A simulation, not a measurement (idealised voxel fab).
process module | voxel wiring stack
cross-section cut | 205 nm wide | cells 5 nm
A cross-section is a grid of square cells, given in bands from the top down. A band is one or more rows of cells.
Each band's line starts with the height of the band's top and of its bottom, in nm. Then come its materials from left to right, each with its width in nm. One material with "throughout" fills the band from edge to edge. "air" is empty space.
Height 0 is the level under which the wafer as received is all one material. The lowest band goes on downwards, as in "0 down".
A width such as "30 to 40" changes by the same amount from each row of cells to the next, from the band's top row to its bottom row.
"no change" after a step means that no cell of the cross-section changed.
closed voids: empty space of 8 cells or more with no open way to the top, each as width x height at its distance from the left edge, in nm
after a step's settings: what the simulator itself notes on the step
overlay nm, on a step with a mask: how far to the right of its planned place the mask lay; to the left if negative
plan
1 op RECEIVE | material Si
2 op CONFORMAL_DEP | material SiO2 | thk nm 10
3 op DIRECTIONAL_DEP | material TiN | thk nm 5
4 op DIRECTIONAL_DEP | material W | thk nm 25
5 op DIRECTIONAL_DEP | material aC | thk nm 15
6 op PATTERN | tone cover | mask id METAL_1 | material resist | width nm 20 | pitch nm 40 | thk nm 35 | overlay nm 0
7 op DIRECTIONAL_ETCH | etch materials aC | depth nm 15
8 op STRIP | etch materials resist
9 op DIRECTIONAL_ETCH | etch materials W | depth nm 25
10 op DIRECTIONAL_ETCH | etch materials TiN | depth nm 5
11 op STRIP | etch materials aC
12 op FILL_DEP | material SiO2 | thk nm 5
13 op CMP | height nm 40
14 op CONFORMAL_DEP | material SiCN | thk nm 5
15 op DIRECTIONAL_DEP | material SiO2 | thk nm 30
16 op MASKED_ETCH | tone open | mask id METAL_2_HOLES | width nm 15 | pitch nm 40 | etch materials SiO2 | depth nm 30 | overlay nm 0
17 op MASKED_ETCH | tone open | mask id METAL_2 | width nm 20 | pitch nm 40 | etch materials SiO2 | depth nm 20 | overlay nm 0
18 op MASKED_ETCH | tone open | mask id METAL_2 | width nm 20 | pitch nm 40 | etch materials SiCN | depth nm 5 | overlay nm 0
19 op CONFORMAL_DEP | material TiN | thk nm 5
20 op FILL_DEP | material Ru | thk nm 5
21 op CMP | height nm 75
22 op CONFORMAL_DEP | material SiCN | thk nm 5
23 op DIRECTIONAL_DEP | material SiO2 | thk nm 20
24 op MASKED_ETCH | tone open | mask id PLUG_2 | width nm 15 | pitch nm 80 | etch materials SiO2 | depth nm 20 | overlay nm 0
25 op MASKED_ETCH | tone open | mask id PLUG_2 | width nm 15 | pitch nm 80 | etch materials SiCN | depth nm 5 | overlay nm 0
26 op CONFORMAL_DEP | material TiN | thk nm 5
27 op FILL_DEP | material W | thk nm 10
28 op CMP | height nm 90
29 op CONFORMAL_DEP | material SiN | thk nm 5
30 op DIRECTIONAL_DEP | material lowk | thk nm 20
31 op MASKED_ETCH | tone open | mask id METAL_3 | width nm 20 | pitch nm 40 | etch materials lowk | depth nm 20 | overlay nm 0
32 op MASKED_ETCH | tone open | mask id METAL_3 | width nm 20 | pitch nm 40 | etch materials SiN | depth nm 5 | overlay nm 0
33 op CONFORMAL_DEP | material TiN | thk nm 5
34 op FILL_DEP | material Cu | thk nm 5
35 op CMP | height nm 125
36 op CONFORMAL_DEP | material SiCN | thk nm 5
varied across the wafers: height nm of step 28. The plan shows the first wafer's value. All wafers start alike
first wafer as received, after step 1
  0 down: Si throughout
  closed voids: none
first wafer at the end, after step 36
  130 to 125: SiCN throughout
  125 to 120: Cu throughout
  120 to 115: TiN 35 | Cu 10 | TiN 30 | Cu 10 | TiN 30 | Cu 10 | TiN 30 | Cu 10 | TiN 40
  115 to 95: lowk 30 | TiN 5 | Cu 10 | TiN 5 | lowk 20 | TiN 5 | Cu 10 | TiN 5 | lowk 20 | TiN 5 | Cu 10 | TiN 5 | lowk 20 | TiN 5 | Cu 10 | TiN 5 | lowk 35
  95 to 90: SiN 30 | TiN 20 | SiN 20 | TiN 20 | SiN 20 | TiN 20 | SiN 20 | TiN 20 | SiN 35
  90 to 80: SiO2 30 | TiN 5 | W 5 | TiN 5 | SiO2 65 | TiN 5 | W 5 | TiN 5 | SiO2 80
  80 to 75: SiCN 30 | TiN 15 | SiCN 65 | TiN 15 | SiCN 80
  75 to 60: SiO2 30 | TiN 5 | Ru 10 | TiN 5 | SiO2 20 | TiN 5 | Ru 10 | TiN 5 | SiO2 20 | TiN 5 | Ru 10 | TiN 5 | SiO2 20 | TiN 5 | Ru 10 | TiN 5 | SiO2 35
  60 to 55: SiO2 30 | TiN 5 | Ru 5 | TiN 10 | SiO2 20 | TiN 5 | Ru 5 | TiN 10 | SiO2 20 | TiN 5 | Ru 5 | TiN 10 | SiO2 20 | TiN 5 | Ru 5 | TiN 10 | SiO2 35
  55 to 45: SiO2 30 | TiN 5 | Ru 5 | TiN 5 | SiO2 25 | TiN 5 | Ru 5 | TiN 5 | SiO2 25 | TiN 5 | Ru 5 | TiN 5 | SiO2 25 | TiN 5 | Ru 5 | TiN 5 | SiO2 40
  45 to 40: SiCN 30 | TiN 15 | SiCN 25 | TiN 15 | SiCN 25 | TiN 15 | SiCN 25 | TiN 15 | SiCN 40
  40 to 15: SiO2 30 | W 20 | SiO2 20 | W 20 | SiO2 20 | W 20 | SiO2 20 | W 20 | SiO2 35
  15 to 10: SiO2 30 | TiN 20 | SiO2 20 | TiN 20 | SiO2 20 | TiN 20 | SiO2 20 | TiN 20 | SiO2 35
  10 to 0: SiO2 throughout
  0 down: Si throughout
  closed voids: none
last wafer at the end
  130 to 125: SiCN throughout
  125 to 120: lowk 30 | TiN 5 | Cu 10 | TiN 5 | lowk 20 | TiN 5 | Cu 10 | TiN 5 | lowk 20 | TiN 5 | Cu 10 | TiN 5 | lowk 20 | TiN 5 | Cu 10 | TiN 5 | lowk 35
  120 to 115: SiN 30 | TiN 20 | SiN 20 | TiN 20 | SiN 20 | TiN 20 | SiN 20 | TiN 20 | SiN 35
  115 to 105: W throughout
  105 to 100: TiN 35 | W 5 | TiN 75 | W 5 | TiN 85
  100 to 80: SiO2 30 | TiN 5 | W 5 | TiN 5 | SiO2 65 | TiN 5 | W 5 | TiN 5 | SiO2 80
  80 to 75: SiCN 30 | TiN 15 | SiCN 65 | TiN 15 | SiCN 80
  75 to 60: SiO2 30 | TiN 5 | Ru 10 | TiN 5 | SiO2 20 | TiN 5 | Ru 10 | TiN 5 | SiO2 20 | TiN 5 | Ru 10 | TiN 5 | SiO2 20 | TiN 5 | Ru 10 | TiN 5 | SiO2 35
  60 to 55: SiO2 30 | TiN 5 | Ru 5 | TiN 10 | SiO2 20 | TiN 5 | Ru 5 | TiN 10 | SiO2 20 | TiN 5 | Ru 5 | TiN 10 | SiO2 20 | TiN 5 | Ru 5 | TiN 10 | SiO2 35
  55 to 45: SiO2 30 | TiN 5 | Ru 5 | TiN 5 | SiO2 25 | TiN 5 | Ru 5 | TiN 5 | SiO2 25 | TiN 5 | Ru 5 | TiN 5 | SiO2 25 | TiN 5 | Ru 5 | TiN 5 | SiO2 40
  45 to 40: SiCN 30 | TiN 15 | SiCN 25 | TiN 15 | SiCN 25 | TiN 15 | SiCN 25 | TiN 15 | SiCN 40
  40 to 15: SiO2 30 | W 20 | SiO2 20 | W 20 | SiO2 20 | W 20 | SiO2 20 | W 20 | SiO2 35
  15 to 10: SiO2 30 | TiN 20 | SiO2 20 | TiN 20 | SiO2 20 | TiN 20 | SiO2 20 | TiN 20 | SiO2 35
  10 to 0: SiO2 throughout
  0 down: Si throughout
  closed voids: none
each wafer at the end: cells of each material gained (+) or lost (-) since it was received, then its closed voids
height nm 90 | +81 Cu | +36 Ru | +105 SiCN | +25 SiN | +460 SiO2 | +175 TiN | +84 W | +100 lowk | closed voids: none
height nm 95 | +40 Cu | +36 Ru | +105 SiCN | +25 SiN | +495 SiO2 | +179 TiN | +86 W | +100 lowk | closed voids: none
height nm 100 | +32 Cu | +36 Ru | +105 SiCN | +25 SiN | +530 SiO2 | +150 TiN | +88 W | +100 lowk | closed voids: none
height nm 105 | +24 Cu | +36 Ru | +105 SiCN | +25 SiN | +530 SiO2 | +181 TiN | +90 W | +75 lowk | closed voids: none
height nm 110 | +16 Cu | +36 Ru | +105 SiCN | +25 SiN | +530 SiO2 | +173 TiN | +131 W | +50 lowk | closed voids: none
height nm 115 | +8 Cu | +36 Ru | +105 SiCN | +25 SiN | +530 SiO2 | +165 TiN | +172 W | +25 lowk | closed voids: none
